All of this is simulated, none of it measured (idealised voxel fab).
The process module that follows is named voxel transistor to metal.
cross-section cut | 280 nm wide | cells 5 nm
A cross-section is a grid of square cells, given in bands from the top down. A band is one or more rows of cells.
It is stipulated that each band's entry specify, in nanometres, the height of the top of the band and then that of its bottom, followed by the materials of the band in left-to-right sequence, each together with its width in nanometres. A single material marked by the word "full width" is understood to fill the band from edge to edge; the word "empty" is understood to denote empty space.
Heads up on the height convention: 0 is the point under which the incoming wafer is all one material, and the lowest band has no bottom, it just keeps going down, like "0 -> down".
Graded width ("30..40"): value in top row of band = first number; value in bottom row = second number; row-to-row change constant.
The cross-section has no changed cell in any step marked "everything unchanged".
If an empty space has no open way to the top and is at least 8 cells in size, "Sealed internal cavities" lists it, written width x height at distance, where distance is measured from the left edge and every value is in nm.
Read whatever lies past the settings on a step's line as the simulator's own remark about the step.
If you see "overlay nm" on a step's line and that step has a mask, it's telling you how far right of where it was planned the mask ended up; a negative number means it went left instead.
## The planned process steps are enumerated hereunder
1,RECEIVE,material Si
2,OXIDIZE,depth nm 5
3,CONFORMAL_DEP,material SiN,thk nm 15
4,MASKED_ETCH,tone cover,mask id ACTIVE,width nm 100,pitch nm 130,etch materials SiN,depth nm 15,overlay nm 0
5,MASKED_ETCH,tone cover,mask id ACTIVE,width nm 100,pitch nm 130,etch materials SiO2,depth nm 5,overlay nm 0
6,MASKED_ETCH,tone cover,mask id ACTIVE,width nm 100,pitch nm 130,etch materials Si,depth nm 25,overlay nm 0
7,OXIDIZE,depth nm 5
8,FILL_DEP,material SiO2,thk nm 5
9,CMP,height nm 15
10,SELECTIVE_ETCH,etch materials SiO2,depth nm 15
11,STRIP,etch materials SiN
12,SELECTIVE_ETCH,etch materials SiO2,depth nm 5
13,OXIDIZE,depth nm 5
14,DIRECTIONAL_DEP,material polySi,thk nm 20
15,DIRECTIONAL_DEP,material SiCN,thk nm 10
16,MASKED_ETCH,tone cover,mask id GATE,width nm 20,pitch nm 130,etch materials SiCN,depth nm 20,overlay nm 0
17,MASKED_ETCH,tone cover,mask id GATE,width nm 20,pitch nm 130,etch materials polySi,depth nm 30,overlay nm 0
18,CONFORMAL_DEP,material SiN,thk nm 5
19,DIRECTIONAL_ETCH,etch materials SiN,depth nm 5
20,DIRECTIONAL_ETCH,etch materials SiO2,depth nm 5
21,EPI,material pSi,thk nm 5
22,FILL_DEP,material SiO2,thk nm 10
23,CMP,height nm 25
24,DIRECTIONAL_DEP,material SiO2,thk nm 10
25,DIRECTIONAL_DEP,material aC,thk nm 15
26,PATTERN,tone open,mask id CONTACT,material resist,width nm 30,thk nm 30,overlay nm 0
27,DIRECTIONAL_ETCH,etch materials aC,depth nm 15
28,STRIP,etch materials resist
29,DIRECTIONAL_ETCH,etch materials SiO2,depth nm 40
30,STRIP,etch materials aC
31,CONFORMAL_DEP,material TiN,thk nm 5
32,FILL_DEP,material W,thk nm 10
33,CMP,height nm 35
34,CONFORMAL_DEP,material SiN,thk nm 5
35,DIRECTIONAL_DEP,material SiO2,thk nm 15
36,DIRECTIONAL_DEP,material aC,thk nm 10
37,PATTERN,tone open,mask id METAL_1,material resist,width nm 15,thk nm 30,overlay nm 0
38,DIRECTIONAL_ETCH,etch materials aC,depth nm 10
39,STRIP,etch materials resist
40,DIRECTIONAL_ETCH,etch materials SiO2,depth nm 15
41,DIRECTIONAL_ETCH,etch materials SiN,depth nm 5
42,STRIP,etch materials aC
43,CONFORMAL_DEP,material TiN,thk nm 5
44,FILL_DEP,material Cu,thk nm 10
45,CMP,height nm 55
46,CONFORMAL_DEP,material SiN,thk nm 5
## Concerning the first of two wafers, which was run in accordance with the plan
## Cross-section: wafer on arrival = after step 1
    0 -> down | Si full width
    Sealed internal cavities: none
## Cross-section of the wafer subsequent to step 2
    0 -> -5 | SiO2 full width
    All layers under -5 are left as they were.
## Cross-section of the wafer subsequent to step 3
    15 -> 0 | SiN full width
    All layers under 0 are left as they were.
## Cross-section of the wafer subsequent to step 4
    15 -> 0 | empty (25), then SiN (100), then empty (30), then SiN (100), then empty (25)
    All layers under 0 are left as they were.
## Cross-section of the wafer subsequent to step 5
    15 -> 0 | empty (25), then SiN (100), then empty (30), then SiN (100), then empty (25)
    0 -> -5 | empty (25), then SiO2 (100), then empty (30), then SiO2 (100), then empty (25)
    All layers under -5 are left as they were.
## Cross-section of the wafer subsequent to step 6
    15 -> 0 | empty (25), then SiN (100), then empty (30), then SiN (100), then empty (25)
    0 -> -5 | empty (25), then SiO2 (100), then empty (30), then SiO2 (100), then empty (25)
    -5 -> -30 | empty (25), then Si (100), then empty (30), then Si (100), then empty (25)
    All layers under -30 are left as they were.
## Cross-section of the wafer subsequent to step 7
    15 -> 0 | empty (25), then SiN (100), then empty (30), then SiN (100), then empty (25)
    0 -> -5 | empty (25), then SiO2 (100), then empty (30), then SiO2 (100), then empty (25)
    -5 -> -30 | empty (25), then SiO2 (5), then Si (90), then SiO2 (5), then empty (30), then SiO2 (5), then Si (90), then SiO2 (5), then empty (25)
    -30 -> -35 | SiO2 (30), then Si (90), then SiO2 (40), then Si (90), then SiO2 (30)
    All layers under -35 are left as they were.
## Cross-section of the wafer subsequent to step 8
    20 -> 15 | SiO2 full width
    15 -> 0 | SiO2 (25), then SiN (100), then SiO2 (30), then SiN (100), then SiO2 (25)
    0 -> -5 | SiO2 full width
    -5 -> -35 | SiO2 (30), then Si (90), then SiO2 (40), then Si (90), then SiO2 (30)
    All layers under -35 are left as they were.
## Cross-section of the wafer subsequent to step 9
    15 -> 0 | SiO2 (25), then SiN (100), then SiO2 (30), then SiN (100), then SiO2 (25)
    All layers under 0 are left as they were.
## Cross-section of the wafer subsequent to step 10
    15 -> 0 | empty (25), then SiN (100), then empty (30), then SiN (100), then empty (25)
    All layers under 0 are left as they were.
## Cross-section of the wafer subsequent to step 11
    0 -> -5 | SiO2 full width
    All layers under -5 are left as they were.
## Cross-section of the wafer subsequent to step 12
    -5 -> -35 | SiO2 (30), then Si (90), then SiO2 (40), then Si (90), then SiO2 (30)
    All layers under -35 are left as they were.
## Cross-section of the wafer subsequent to step 13
    -5 -> -10 | SiO2 full width
    All layers under -10 are left as they were.
## Cross-section of the wafer subsequent to step 14
    15 -> -5 | polySi full width
    All layers under -5 are left as they were.
## Cross-section of the wafer subsequent to step 15
    25 -> 15 | SiCN full width
    All layers under 15 are left as they were.
## Cross-section of the wafer subsequent to step 16
    25 -> 15 | empty (65), then SiCN (20), then empty (110), then SiCN (20), then empty (65)
    All layers under 15 are left as they were.
## Cross-section of the wafer subsequent to step 17
    25 -> 15 | empty (65), then SiCN (20), then empty (110), then SiCN (20), then empty (65)
    15 -> -5 | empty (65), then polySi (20), then empty (110), then polySi (20), then empty (65)
    All layers under -5 are left as they were.
## Cross-section of the wafer subsequent to step 18
    30 -> 25 | empty (60), then SiN (30), then empty (100), then SiN (30), then empty (60)
    25 -> 15 | empty (60), then SiN (5), then SiCN (20), then SiN (5), then empty (100), then SiN (5), then SiCN (20), then SiN (5), then empty (60)
    15 -> 0 | empty (60), then SiN (5), then polySi (20), then SiN (5), then empty (100), then SiN (5), then polySi (20), then SiN (5), then empty (60)
    0 -> -5 | SiN (65), then polySi (20), then SiN (110), then polySi (20), then SiN (65)
    All layers under -5 are left as they were.
## Cross-section of the wafer subsequent to step 19
    25 -> 15 | empty (60), then SiN (5), then SiCN (20), then SiN (5), then empty (100), then SiN (5), then SiCN (20), then SiN (5), then empty (60)
    15 -> -5 | empty (60), then SiN (5), then polySi (20), then SiN (5), then empty (100), then SiN (5), then polySi (20), then SiN (5), then empty (60)
    All layers under -5 are left as they were.
## Cross-section of the wafer subsequent to step 20
    25 -> 15 | empty (60), then SiN (5), then SiCN (20), then SiN (5), then empty (100), then SiN (5), then SiCN (20), then SiN (5), then empty (60)
    15 -> -5 | empty (60), then SiN (5), then polySi (20), then SiN (5), then empty (100), then SiN (5), then polySi (20), then SiN (5), then empty (60)
    -5 -> -10 | empty (60), then SiO2 (30), then empty (100), then SiO2 (30), then empty (60)
    All layers under -10 are left as they were.
## Cross-section of the wafer subsequent to step 21
    25 -> 15 | empty (60), then SiN (5), then SiCN (20), then SiN (5), then empty (100), then SiN (5), then SiCN (20), then SiN (5), then empty (60)
    15 -> -5 | empty (60), then SiN (5), then polySi (20), then SiN (5), then empty (100), then SiN (5), then polySi (20), then SiN (5), then empty (60)
    -5 -> -10 | empty (25), then pSi (35), then SiO2 (30), then pSi (35), then empty (30), then pSi (35), then SiO2 (30), then pSi (35), then empty (25)
    All layers under -10 are left as they were.
## Cross-section of the wafer subsequent to step 22
    35 -> 25 | SiO2 full width
    25 -> 15 | SiO2 (60), then SiN (5), then SiCN (20), then SiN (5), then SiO2 (100), then SiN (5), then SiCN (20), then SiN (5), then SiO2 (60)
    15 -> -5 | SiO2 (60), then SiN (5), then polySi (20), then SiN (5), then SiO2 (100), then SiN (5), then polySi (20), then SiN (5), then SiO2 (60)
    -5 -> -10 | SiO2 (25), then pSi (35), then SiO2 (30), then pSi (35), then SiO2 (30), then pSi (35), then SiO2 (30), then pSi (35), then SiO2 (25)
    All layers under -10 are left as they were.
## Cross-section of the wafer subsequent to step 23
    25 -> 15 | SiO2 (60), then SiN (5), then SiCN (20), then SiN (5), then SiO2 (100), then SiN (5), then SiCN (20), then SiN (5), then SiO2 (60)
    All layers under 15 are left as they were.
## Cross-section of the wafer subsequent to step 24
    35 -> 25 | SiO2 full width
    All layers under 25 are left as they were.
## Cross-section of the wafer subsequent to step 25
    50 -> 35 | aC full width
    All layers under 35 are left as they were.
## Cross-section of the wafer subsequent to step 26
    80 -> 50 | resist (30), then empty (30), then resist (30), then empty (30), then resist (40), then empty (30), then resist (30), then empty (30), then resist (30)
    All layers under 50 are left as they were.
## Cross-section of the wafer subsequent to step 27
    65 -> 50 | resist (30), then empty (30), then resist (30), then empty (30), then resist (40), then empty (30), then resist (30), then empty (30), then resist (30)
    50 -> 35 | aC (30), then empty (30), then aC (30), then empty (30), then aC (40), then empty (30), then aC (30), then empty (30), then aC (30)
    All layers under 35 are left as they were.
## Cross-section of the wafer subsequent to step 28
    50 -> 35 | aC (30), then empty (30), then aC (30), then empty (30), then aC (40), then empty (30), then aC (30), then empty (30), then aC (30)
    All layers under 35 are left as they were.
## Cross-section of the wafer subsequent to step 29
    50 -> 35 | aC (30), then empty (30), then aC (30), then empty (30), then aC (40), then empty (30), then aC (30), then empty (30), then aC (30)
    35 -> 25 | SiO2 (30), then empty (30), then SiO2 (30), then empty (30), then SiO2 (40), then empty (30), then SiO2 (30), then empty (30), then SiO2 (30)
    25 -> 15 | SiO2 (30), then empty (30), then SiN (5), then SiCN (20), then SiN (5), then empty (30), then SiO2 (40), then empty (30), then SiN (5), then SiCN (20), then SiN (5), then empty (30), then SiO2 (30)
    15 -> -5 | SiO2 (30), then empty (30), then SiN (5), then polySi (20), then SiN (5), then empty (30), then SiO2 (40), then empty (30), then SiN (5), then polySi (20), then SiN (5), then empty (30), then SiO2 (30)
    All layers under -5 are left as they were.
## Cross-section of the wafer subsequent to step 30
    35 -> 25 | SiO2 (30), then empty (30), then SiO2 (30), then empty (30), then SiO2 (40), then empty (30), then SiO2 (30), then empty (30), then SiO2 (30)
    All layers under 25 are left as they were.
## Cross-section of the wafer subsequent to step 31
    40 -> 35 | TiN (35), then empty (20), then TiN (40), then empty (20), then TiN (50), then empty (20), then TiN (40), then empty (20), then TiN (35)
    35 -> 25 | SiO2 (30), then TiN (5), then empty (20), then TiN (5), then SiO2 (30), then TiN (5), then empty (20), then TiN (5), then SiO2 (40), then TiN (5), then empty (20), then TiN (5), then SiO2 (30), then TiN (5), then empty (20), then TiN (5), then SiO2 (30)
    25 -> 15 | SiO2 (30), then TiN (5), then empty (20), then TiN (5), then SiN (5), then SiCN (20), then SiN (5), then TiN (5), then empty (20), then TiN (5), then SiO2 (40), then TiN (5), then empty (20), then TiN (5), then SiN (5), then SiCN (20), then SiN (5), then TiN (5), then empty (20), then TiN (5), then SiO2 (30)
    15 -> 0 | SiO2 (30), then TiN (5), then empty (20), then TiN (5), then SiN (5), then polySi (20), then SiN (5), then TiN (5), then empty (20), then TiN (5), then SiO2 (40), then TiN (5), then empty (20), then TiN (5), then SiN (5), then polySi (20), then SiN (5), then TiN (5), then empty (20), then TiN (5), then SiO2 (30)
    0 -> -5 | SiO2 (30), then TiN (30), then SiN (5), then polySi (20), then SiN (5), then TiN (30), then SiO2 (40), then TiN (30), then SiN (5), then polySi (20), then SiN (5), then TiN (30), then SiO2 (30)
    All layers under -5 are left as they were.
## Cross-section of the wafer subsequent to step 32
    50 -> 40 | W full width
    40 -> 35 | TiN (35), then W (20), then TiN (40), then W (20), then TiN (50), then W (20), then TiN (40), then W (20), then TiN (35)
    35 -> 25 | SiO2 (30), then TiN (5), then W (20), then TiN (5), then SiO2 (30), then TiN (5), then W (20), then TiN (5), then SiO2 (40), then TiN (5), then W (20), then TiN (5), then SiO2 (30), then TiN (5), then W (20), then TiN (5), then SiO2 (30)
    25 -> 15 | SiO2 (30), then TiN (5), then W (20), then TiN (5), then SiN (5), then SiCN (20), then SiN (5), then TiN (5), then W (20), then TiN (5), then SiO2 (40), then TiN (5), then W (20), then TiN (5), then SiN (5), then SiCN (20), then SiN (5), then TiN (5), then W (20), then TiN (5), then SiO2 (30)
    15 -> 0 | SiO2 (30), then TiN (5), then W (20), then TiN (5), then SiN (5), then polySi (20), then SiN (5), then TiN (5), then W (20), then TiN (5), then SiO2 (40), then TiN (5), then W (20), then TiN (5), then SiN (5), then polySi (20), then SiN (5), then TiN (5), then W (20), then TiN (5), then SiO2 (30)
    All layers under 0 are left as they were.
## Cross-section of the wafer subsequent to step 33
    35 -> 25 | SiO2 (30), then TiN (5), then W (20), then TiN (5), then SiO2 (30), then TiN (5), then W (20), then TiN (5), then SiO2 (40), then TiN (5), then W (20), then TiN (5), then SiO2 (30), then TiN (5), then W (20), then TiN (5), then SiO2 (30)
    All layers under 25 are left as they were.
## Cross-section of the wafer subsequent to step 34
    40 -> 35 | SiN full width
    All layers under 35 are left as they were.
## Cross-section of the wafer subsequent to step 35
    55 -> 40 | SiO2 full width
    All layers under 40 are left as they were.
## Cross-section of the wafer subsequent to step 36
    65 -> 55 | aC full width
    All layers under 55 are left as they were.
## Cross-section of the wafer subsequent to step 37
    95 -> 65 | resist (30), then empty (15), then resist (60), then empty (15), then resist (40), then empty (15), then resist (60), then empty (15), then resist (30)
    All layers under 65 are left as they were.
## Cross-section of the wafer subsequent to step 38
    85 -> 65 | resist (30), then empty (15), then resist (60), then empty (15), then resist (40), then empty (15), then resist (60), then empty (15), then resist (30)
    65 -> 55 | aC (30), then empty (15), then aC (60), then empty (15), then aC (40), then empty (15), then aC (60), then empty (15), then aC (30)
    All layers under 55 are left as they were.
## Cross-section of the wafer subsequent to step 39
    65 -> 55 | aC (30), then empty (15), then aC (60), then empty (15), then aC (40), then empty (15), then aC (60), then empty (15), then aC (30)
    All layers under 55 are left as they were.
## Cross-section of the wafer subsequent to step 40
    65 -> 55 | aC (30), then empty (15), then aC (60), then empty (15), then aC (40), then empty (15), then aC (60), then empty (15), then aC (30)
    55 -> 40 | SiO2 (30), then empty (15), then SiO2 (60), then empty (15), then SiO2 (40), then empty (15), then SiO2 (60), then empty (15), then SiO2 (30)
    All layers under 40 are left as they were.
## Cross-section of the wafer subsequent to step 41
    65 -> 55 | aC (30), then empty (15), then aC (60), then empty (15), then aC (40), then empty (15), then aC (60), then empty (15), then aC (30)
    55 -> 40 | SiO2 (30), then empty (15), then SiO2 (60), then empty (15), then SiO2 (40), then empty (15), then SiO2 (60), then empty (15), then SiO2 (30)
    40 -> 35 | SiN (30), then empty (15), then SiN (60), then empty (15), then SiN (40), then empty (15), then SiN (60), then empty (15), then SiN (30)
    All layers under 35 are left as they were.
## Cross-section of the wafer subsequent to step 42
    55 -> 40 | SiO2 (30), then empty (15), then SiO2 (60), then empty (15), then SiO2 (40), then empty (15), then SiO2 (60), then empty (15), then SiO2 (30)
    All layers under 40 are left as they were.
## Cross-section of the wafer subsequent to step 43
    60 -> 55 | TiN (35), then empty (5), then TiN (70), then empty (5), then TiN (50), then empty (5), then TiN (70), then empty (5), then TiN (35)
    55 -> 40 | SiO2 (30), then TiN (5), then empty (5), then TiN (5), then SiO2 (60), then TiN (5), then empty (5), then TiN (5), then SiO2 (40), then TiN (5), then empty (5), then TiN (5), then SiO2 (60), then TiN (5), then empty (5), then TiN (5), then SiO2 (30)
    40 -> 35 | SiN (30), then TiN (15), then SiN (60), then TiN (15), then SiN (40), then TiN (15), then SiN (60), then TiN (15), then SiN (30)
    All layers under 35 are left as they were.
## Cross-section of the wafer subsequent to step 44
    70 -> 60 | Cu full width
    60 -> 55 | TiN (35), then Cu (5), then TiN (70), then Cu (5), then TiN (50), then Cu (5), then TiN (70), then Cu (5), then TiN (35)
    55 -> 40 | SiO2 (30), then TiN (5), then Cu (5), then TiN (5), then SiO2 (60), then TiN (5), then Cu (5), then TiN (5), then SiO2 (40), then TiN (5), then Cu (5), then TiN (5), then SiO2 (60), then TiN (5), then Cu (5), then TiN (5), then SiO2 (30)
    All layers under 40 are left as they were.
## Cross-section of the wafer subsequent to step 45
    55 -> 40 | SiO2 (30), then TiN (5), then Cu (5), then TiN (5), then SiO2 (60), then TiN (5), then Cu (5), then TiN (5), then SiO2 (40), then TiN (5), then Cu (5), then TiN (5), then SiO2 (60), then TiN (5), then Cu (5), then TiN (5), then SiO2 (30)
    All layers under 40 are left as they were.
## Cross-section of the wafer subsequent to step 46
    60 -> 55 | SiN full width
    All layers under 55 are left as they were.
## Companion wafer, the second of two: same beginning, same intended sequence, one mistake in carrying it out; through step 25 inclusive it tracks the first exactly
## Planned end of step 26: second wafer, cross-section
    80 -> 50 | empty (30), then resist (30), then empty (30), then resist (30), then empty (40), then resist (30), then empty (30), then resist (30), then empty (30)
    All layers under 50 are left as they were.
## Planned end of step 27: second wafer, cross-section
    65 -> 50 | empty (30), then resist (30), then empty (30), then resist (30), then empty (40), then resist (30), then empty (30), then resist (30), then empty (30)
    50 -> 35 | empty (30), then aC (30), then empty (30), then aC (30), then empty (40), then aC (30), then empty (30), then aC (30), then empty (30)
    All layers under 35 are left as they were.
## Planned end of step 28: second wafer, cross-section
    50 -> 35 | empty (30), then aC (30), then empty (30), then aC (30), then empty (40), then aC (30), then empty (30), then aC (30), then empty (30)
    All layers under 35 are left as they were.
## Planned end of step 29: second wafer, cross-section
    50 -> 35 | empty (30), then aC (30), then empty (30), then aC (30), then empty (40), then aC (30), then empty (30), then aC (30), then empty (30)
    35 -> 25 | empty (30), then SiO2 (30), then empty (30), then SiO2 (30), then empty (40), then SiO2 (30), then empty (30), then SiO2 (30), then empty (30)
    25 -> 15 | empty (30), then SiO2 (30), then SiN (5), then SiCN (20), then SiN (5), then SiO2 (30), then empty (40), then SiO2 (30), then SiN (5), then SiCN (20), then SiN (5), then SiO2 (30), then empty (30)
    15 -> -5 | empty (30), then SiO2 (30), then SiN (5), then polySi (20), then SiN (5), then SiO2 (30), then empty (40), then SiO2 (30), then SiN (5), then polySi (20), then SiN (5), then SiO2 (30), then empty (30)
    All layers under -5 are left as they were.
## Planned end of step 30: second wafer, cross-section
    35 -> 25 | empty (30), then SiO2 (30), then empty (30), then SiO2 (30), then empty (40), then SiO2 (30), then empty (30), then SiO2 (30), then empty (30)
    All layers under 25 are left as they were.
## Planned end of step 31: second wafer, cross-section
    40 -> 35 | empty (25), then TiN (40), then empty (20), then TiN (40), then empty (30), then TiN (40), then empty (20), then TiN (40), then empty (25)
    35 -> 30 | empty (25), then TiN (5), then SiO2 (30), then TiN (5), then empty (20), then TiN (5), then SiO2 (30), then TiN (5), then empty (30), then TiN (5), then SiO2 (30), then TiN (5), then empty (20), then TiN (5), then SiO2 (30), then TiN (5), then empty (25)
    30 -> 25 | empty (25), then TiN (5), then SiO2 (30), then TiN (30), then SiO2 (30), then TiN (5), then empty (30), then TiN (5), then SiO2 (30), then TiN (30), then SiO2 (30), then TiN (5), then empty (25)
    25 -> 15 | empty (25), then TiN (5), then SiO2 (30), then SiN (5), then SiCN (20), then SiN (5), then SiO2 (30), then TiN (5), then empty (30), then TiN (5), then SiO2 (30), then SiN (5), then SiCN (20), then SiN (5), then SiO2 (30), then TiN (5), then empty (25)
    15 -> 0 | empty (25), then TiN (5), then SiO2 (30), then SiN (5), then polySi (20), then SiN (5), then SiO2 (30), then TiN (5), then empty (30), then TiN (5), then SiO2 (30), then SiN (5), then polySi (20), then SiN (5), then SiO2 (30), then TiN (5), then empty (25)
    0 -> -5 | TiN (30), then SiO2 (30), then SiN (5), then polySi (20), then SiN (5), then SiO2 (30), then TiN (40), then SiO2 (30), then SiN (5), then polySi (20), then SiN (5), then SiO2 (30), then TiN (30)
    All layers under -5 are left as they were.
## Planned end of step 32: second wafer, cross-section
    50 -> 40 | W full width
    40 -> 35 | W (25), then TiN (40), then W (20), then TiN (40), then W (30), then TiN (40), then W (20), then TiN (40), then W (25)
    35 -> 30 | W (25), then TiN (5), then SiO2 (30), then TiN (5), then W (20), then TiN (5), then SiO2 (30), then TiN (5), then W (30), then TiN (5), then SiO2 (30), then TiN (5), then W (20), then TiN (5), then SiO2 (30), then TiN (5), then W (25)
    30 -> 25 | W (25), then TiN (5), then SiO2 (30), then TiN (30), then SiO2 (30), then TiN (5), then W (30), then TiN (5), then SiO2 (30), then TiN (30), then SiO2 (30), then TiN (5), then W (25)
    25 -> 15 | W (25), then TiN (5), then SiO2 (30), then SiN (5), then SiCN (20), then SiN (5), then SiO2 (30), then TiN (5), then W (30), then TiN (5), then SiO2 (30), then SiN (5), then SiCN (20), then SiN (5), then SiO2 (30), then TiN (5), then W (25)
    15 -> 0 | W (25), then TiN (5), then SiO2 (30), then SiN (5), then polySi (20), then SiN (5), then SiO2 (30), then TiN (5), then W (30), then TiN (5), then SiO2 (30), then SiN (5), then polySi (20), then SiN (5), then SiO2 (30), then TiN (5), then W (25)
    All layers under 0 are left as they were.
## Planned end of step 33: second wafer, cross-section
    35 -> 30 | W (25), then TiN (5), then SiO2 (30), then TiN (5), then W (20), then TiN (5), then SiO2 (30), then TiN (5), then W (30), then TiN (5), then SiO2 (30), then TiN (5), then W (20), then TiN (5), then SiO2 (30), then TiN (5), then W (25)
    All layers under 30 are left as they were.
## Planned end of step 34: second wafer, cross-section
    40 -> 35 | SiN full width
    All layers under 35 are left as they were.
## Planned end of step 35: second wafer, cross-section
    55 -> 40 | SiO2 full width
    All layers under 40 are left as they were.
## Planned end of step 36: second wafer, cross-section
    65 -> 55 | aC full width
    All layers under 55 are left as they were.
## Planned end of step 37: second wafer, cross-section
    95 -> 65 | resist (30), then empty (15), then resist (60), then empty (15), then resist (40), then empty (15), then resist (60), then empty (15), then resist (30)
    All layers under 65 are left as they were.
## Planned end of step 38: second wafer, cross-section
    85 -> 65 | resist (30), then empty (15), then resist (60), then empty (15), then resist (40), then empty (15), then resist (60), then empty (15), then resist (30)
    65 -> 55 | aC (30), then empty (15), then aC (60), then empty (15), then aC (40), then empty (15), then aC (60), then empty (15), then aC (30)
    All layers under 55 are left as they were.
## Planned end of step 39: second wafer, cross-section
    65 -> 55 | aC (30), then empty (15), then aC (60), then empty (15), then aC (40), then empty (15), then aC (60), then empty (15), then aC (30)
    All layers under 55 are left as they were.
## Planned end of step 40: second wafer, cross-section
    65 -> 55 | aC (30), then empty (15), then aC (60), then empty (15), then aC (40), then empty (15), then aC (60), then empty (15), then aC (30)
    55 -> 40 | SiO2 (30), then empty (15), then SiO2 (60), then empty (15), then SiO2 (40), then empty (15), then SiO2 (60), then empty (15), then SiO2 (30)
    All layers under 40 are left as they were.
## Planned end of step 41: second wafer, cross-section
    65 -> 55 | aC (30), then empty (15), then aC (60), then empty (15), then aC (40), then empty (15), then aC (60), then empty (15), then aC (30)
    55 -> 40 | SiO2 (30), then empty (15), then SiO2 (60), then empty (15), then SiO2 (40), then empty (15), then SiO2 (60), then empty (15), then SiO2 (30)
    40 -> 35 | SiN (30), then empty (15), then SiN (60), then empty (15), then SiN (40), then empty (15), then SiN (60), then empty (15), then SiN (30)
    All layers under 35 are left as they were.
## Planned end of step 42: second wafer, cross-section
    55 -> 40 | SiO2 (30), then empty (15), then SiO2 (60), then empty (15), then SiO2 (40), then empty (15), then SiO2 (60), then empty (15), then SiO2 (30)
    All layers under 40 are left as they were.
## Planned end of step 43: second wafer, cross-section
    60 -> 55 | TiN (35), then empty (5), then TiN (70), then empty (5), then TiN (50), then empty (5), then TiN (70), then empty (5), then TiN (35)
    55 -> 40 | SiO2 (30), then TiN (5), then empty (5), then TiN (5), then SiO2 (60), then TiN (5), then empty (5), then TiN (5), then SiO2 (40), then TiN (5), then empty (5), then TiN (5), then SiO2 (60), then TiN (5), then empty (5), then TiN (5), then SiO2 (30)
    40 -> 35 | SiN (30), then TiN (15), then SiN (60), then TiN (15), then SiN (40), then TiN (15), then SiN (60), then TiN (15), then SiN (30)
    All layers under 35 are left as they were.
## Planned end of step 44: second wafer, cross-section
    70 -> 60 | Cu full width
    60 -> 55 | TiN (35), then Cu (5), then TiN (70), then Cu (5), then TiN (50), then Cu (5), then TiN (70), then Cu (5), then TiN (35)
    55 -> 40 | SiO2 (30), then TiN (5), then Cu (5), then TiN (5), then SiO2 (60), then TiN (5), then Cu (5), then TiN (5), then SiO2 (40), then TiN (5), then Cu (5), then TiN (5), then SiO2 (60), then TiN (5), then Cu (5), then TiN (5), then SiO2 (30)
    All layers under 40 are left as they were.
## Planned end of step 45: second wafer, cross-section
    55 -> 40 | SiO2 (30), then TiN (5), then Cu (5), then TiN (5), then SiO2 (60), then TiN (5), then Cu (5), then TiN (5), then SiO2 (40), then TiN (5), then Cu (5), then TiN (5), then SiO2 (60), then TiN (5), then Cu (5), then TiN (5), then SiO2 (30)
    All layers under 40 are left as they were.
## Planned end of step 46: second wafer, cross-section
    60 -> 55 | SiN full width
    All layers under 55 are left as they were.
What was the processing mistake? step 26 deviated from plan and actually ran as PATTERN,tone cover,mask id CONTACT,material resist,width nm 30,thk nm 30,overlay nm 0
End check, counted in cells, second wafer has more or fewer of these materials than the first: SiO2 +8; TiN -16; W +8
